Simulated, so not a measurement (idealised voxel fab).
process module | voxel ribs on slabs
cross-section cut | 145 nm wide | cells 5 nm
A cross-section is a grid of square cells, given in bands from the top down. A band is one or more rows of cells.
Each band's line starts with the height of the band's top and of its bottom, in nm. Then come its materials from left to right, each with its width in nm. One material with "throughout" fills the band from edge to edge. "air" is empty space.
Height 0 is the level under which the wafer as received is all one material. The lowest band goes on downwards, as in "0 down".
A width such as "30 to 40" changes by the same amount from each row of cells to the next, from the band's top row to its bottom row.
"no change" after a step means that no cell of the cross-section changed.
closed voids: empty space of 8 cells or more with no open way to the top, each as width x height at its distance from the left edge, in nm
after a step's settings: what the simulator itself notes on the step
overlay nm, on a step with a mask: how far to the right of its planned place the mask lay; to the left if negative
plan
1 op RECEIVE | material Si
2 op DIRECTIONAL_DEP | material SiO2 | thk nm 25
3 op DIRECTIONAL_DEP | material polySi | thk nm 15
4 op DIRECTIONAL_DEP | material aC | thk nm 15
5 op PATTERN | tone cover | mask id RIB | material resist | width nm 25 | thk nm 35 | overlay nm 0
6 op DIRECTIONAL_ETCH | etch materials aC | depth nm 15
7 op STRIP | etch materials resist
8 op DIRECTIONAL_ETCH | etch materials polySi | depth nm 10
9 op STRIP | etch materials aC
10 op DIRECTIONAL_DEP | material aC | thk nm 10
11 op PATTERN | tone cover | mask id SLAB | material resist | width nm 85 | thk nm 25 | overlay nm 0
12 op DIRECTIONAL_ETCH | etch materials aC | depth nm 10
13 op STRIP | etch materials resist
14 op DIRECTIONAL_ETCH | etch materials polySi | depth nm 5
15 op STRIP | etch materials aC
16 op FILL_DEP | material SiO2 | thk nm 20
17 op CMP | height nm 50
18 op DIRECTIONAL_DEP | material W | thk nm 10
19 op PATTERN | tone cover | mask id HEATER | material resist | width nm 35 | thk nm 15 | overlay nm 0
20 op DIRECTIONAL_ETCH | etch materials W | depth nm 10
21 op STRIP | etch materials resist
22 op CONFORMAL_DEP | material SiN | thk nm 10
as received, after step 1
  0 down: Si throughout
  closed voids: none
first wafer at the end, as planned
  70 to 60: air 45 | SiN 55 | air 45
  60 to 50: SiN 55 | W 35 | SiN 55
  50 to 40: SiO2 throughout
  40 to 30: SiO2 60 | polySi 25 | SiO2 60
  30 to 25: SiO2 30 | polySi 85 | SiO2 30
  25 to 0: SiO2 throughout
  0 down: Si throughout
  closed voids: none
second wafer at the end: like start, like plan, one mistake
  60 to 50: air 55 | W 35 | air 55
  50 to 40: SiO2 throughout
  40 to 30: SiO2 60 | polySi 25 | SiO2 60
  30 to 25: SiO2 30 | polySi 85 | SiO2 30
  25 to 0: SiO2 throughout
  0 down: Si throughout
  closed voids: none
what went wrong: step 22 was left out
at the end the second wafer has, in cells: 66 fewer of SiN
